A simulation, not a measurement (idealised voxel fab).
The name of this process module is voxel ribs on slabs.
Displayed cross-section: cut, width of 210 nm, square cells sized 5 nm.
This document writes a cross-section as a grid whose cells are square, and gives it as bands, listed from the top down; one or more rows of cells form a band.
Basically the band line says how high the top is and how high the bottom is, in nm, and then what's in it from left to right, every material with its width in nm. Empty space shows up as "air", and if a single material carries "full width" it runs the full band edge to edge.
The reference from which all heights are counted is 0, the level beneath which the as-received wafer is entirely one material; the lowest band, having no lower bound, proceeds downward and is written after the example "top 0, no bottom".
You'd read "30..40" like this: the band's top row of cells is as wide as the first number, its bottom row is as wide as the second, and going down, every row changes width by the same amount as the row before did.
"left unchanged", as given for a step, is the statement that not any cell of the cross-section underwent a change during that step.
The label "Enclosed cavity list" introduces a list of the empty spaces, 8 cells or larger, that have no open way up to the top; each entry in it reads width x height at distance, where the distance is taken from the left edge and all three are stated in nm.
On each step's line, the part that comes after the settings is the simulator's own comment on the step.
Steps that use a mask can have "overlay nm" on their line. It says how far the mask sat to the right of where it was meant to be. Negative means to the left.

## plan
1,RECEIVE, material Si
2,DIRECTIONAL_DEP, material SiO2, thk nm 25
3,DIRECTIONAL_DEP, material SiN, thk nm 25
4,MASKED_ETCH, tone cover, mask id RIB, width nm 15, etch materials SiN, depth nm 10, overlay nm 0
5,PATTERN, tone cover, mask id SLAB, material resist, width nm 65, thk nm 15, overlay nm 0
6,DIRECTIONAL_ETCH, etch materials SiN, depth nm 15
7,STRIP, etch materials resist
8,FILL_DEP, material SiO2, thk nm 25
9,CMP, height nm 70
10,DIRECTIONAL_DEP, material TiN, thk nm 5
11,PATTERN, tone cover, mask id HEATER, material resist, width nm 25, thk nm 20, overlay nm 0
12,DIRECTIONAL_ETCH, etch materials TiN, depth nm 5
13,STRIP, etch materials resist
14,CONFORMAL_DEP, material SiN, thk nm 10

## First wafer of two (run as planned)

## Cross-section of the wafer at receipt, which is the condition after step 1
    top 0, no bottom  Si full width
    Enclosed cavity list: none

## Wafer xsec, post step 2
    top 25, bottom 0  SiO2 full width
    Heights below 0 show no change.

## Wafer xsec, post step 3
    top 50, bottom 25  SiN full width
    Heights below 25 show no change.

## Wafer xsec, post step 4
    top 50, bottom 40  air: 95  SiN: 15  air: 100
    Heights below 40 show no change.

## Wafer xsec, post step 5
    top 65, bottom 50  air: 70  resist: 65  air: 75
    top 50, bottom 40  air: 70  resist: 25  SiN: 15  resist: 25  air: 75
    Heights below 40 show no change.

## Wafer xsec, post step 6
    top 65, bottom 50  air: 70  resist: 65  air: 75
    top 50, bottom 40  air: 70  resist: 25  SiN: 15  resist: 25  air: 75
    top 40, bottom 25  air: 70  SiN: 65  air: 75
    Heights below 25 show no change.

## Wafer xsec, post step 7
    top 50, bottom 40  air: 95  SiN: 15  air: 100
    Heights below 40 show no change.

## Wafer xsec, post step 8
    top 75, bottom 50  SiO2 full width
    top 50, bottom 40  SiO2: 95  SiN: 15  SiO2: 100
    top 40, bottom 25  SiO2: 70  SiN: 65  SiO2: 75
    Heights below 25 show no change.

## Wafer xsec, post step 9
    top 70, bottom 50  SiO2 full width
    Heights below 50 show no change.

## Wafer xsec, post step 10
    top 75, bottom 70  TiN full width
    Heights below 70 show no change.

## Wafer xsec, post step 11
    top 95, bottom 75  air: 90  resist: 25  air: 95
    Heights below 75 show no change.

## Wafer xsec, post step 12
    top 95, bottom 75  air: 90  resist: 25  air: 95
    top 75, bottom 70  air: 90  TiN: 25  air: 95
    Heights below 70 show no change.

## Wafer xsec, post step 13
    top 75, bottom 70  air: 90  TiN: 25  air: 95
    Heights below 70 show no change.

## Wafer xsec, post step 14
    top 85, bottom 80  air: 80  SiN: 45  air: 85
    top 80, bottom 75  SiN full width
    top 75, bottom 70  SiN: 90  TiN: 25  SiN: 95
    Heights below 70 show no change.

## The second wafer: identical to the first at the outset and in its planned sequence, differing only in that one mistake was made during processing; up to and including step 4, its path is the first wafer's path

## The second wafer cut through, at the time step 5 was supposed to be finished
    top 65, bottom 50  air: 65  resist: 75  air: 70
    top 50, bottom 40  air: 65  resist: 30  SiN: 15  resist: 30  air: 70
    Heights below 40 show no change.

## The second wafer cut through, at the time step 6 was supposed to be finished
    top 65, bottom 50  air: 65  resist: 75  air: 70
    top 50, bottom 40  air: 65  resist: 30  SiN: 15  resist: 30  air: 70
    top 40, bottom 25  air: 65  SiN: 75  air: 70
    Heights below 25 show no change.

## The second wafer cut through, at the time step 7 was supposed to be finished
    top 50, bottom 40  air: 95  SiN: 15  air: 100
    Heights below 40 show no change.

## The second wafer cut through, at the time step 8 was supposed to be finished
    top 75, bottom 50  SiO2 full width
    top 50, bottom 40  SiO2: 95  SiN: 15  SiO2: 100
    top 40, bottom 25  SiO2: 65  SiN: 75  SiO2: 70
    Heights below 25 show no change.

## The second wafer cut through, at the time step 9 was supposed to be finished
    top 70, bottom 50  SiO2 full width
    Heights below 50 show no change.

## The second wafer cut through, at the time step 10 was supposed to be finished
    top 75, bottom 70  TiN full width
    Heights below 70 show no change.

## The second wafer cut through, at the time step 11 was supposed to be finished
    top 95, bottom 75  air: 90  resist: 25  air: 95
    Heights below 75 show no change.

## The second wafer cut through, at the time step 12 was supposed to be finished
    top 95, bottom 75  air: 90  resist: 25  air: 95
    top 75, bottom 70  air: 90  TiN: 25  air: 95
    Heights below 70 show no change.

## The second wafer cut through, at the time step 13 was supposed to be finished
    top 75, bottom 70  air: 90  TiN: 25  air: 95
    Heights below 70 show no change.

## The second wafer cut through, at the time step 14 was supposed to be finished
    top 85, bottom 80  air: 80  SiN: 45  air: 85
    top 80, bottom 75  SiN full width
    top 75, bottom 70  SiN: 90  TiN: 25  SiN: 95
    Heights below 70 show no change.
Deviation from plan: heads up, step 5 didn't go per plan, it actually ran as PATTERN, tone cover, mask id SLAB, material resist, width nm 75, thk nm 15, overlay nm 0
Once processing is complete, comparing cell counts shows that the second wafer has more or fewer of certain materials than the first: 6 more of SiN; 6 fewer of SiO2
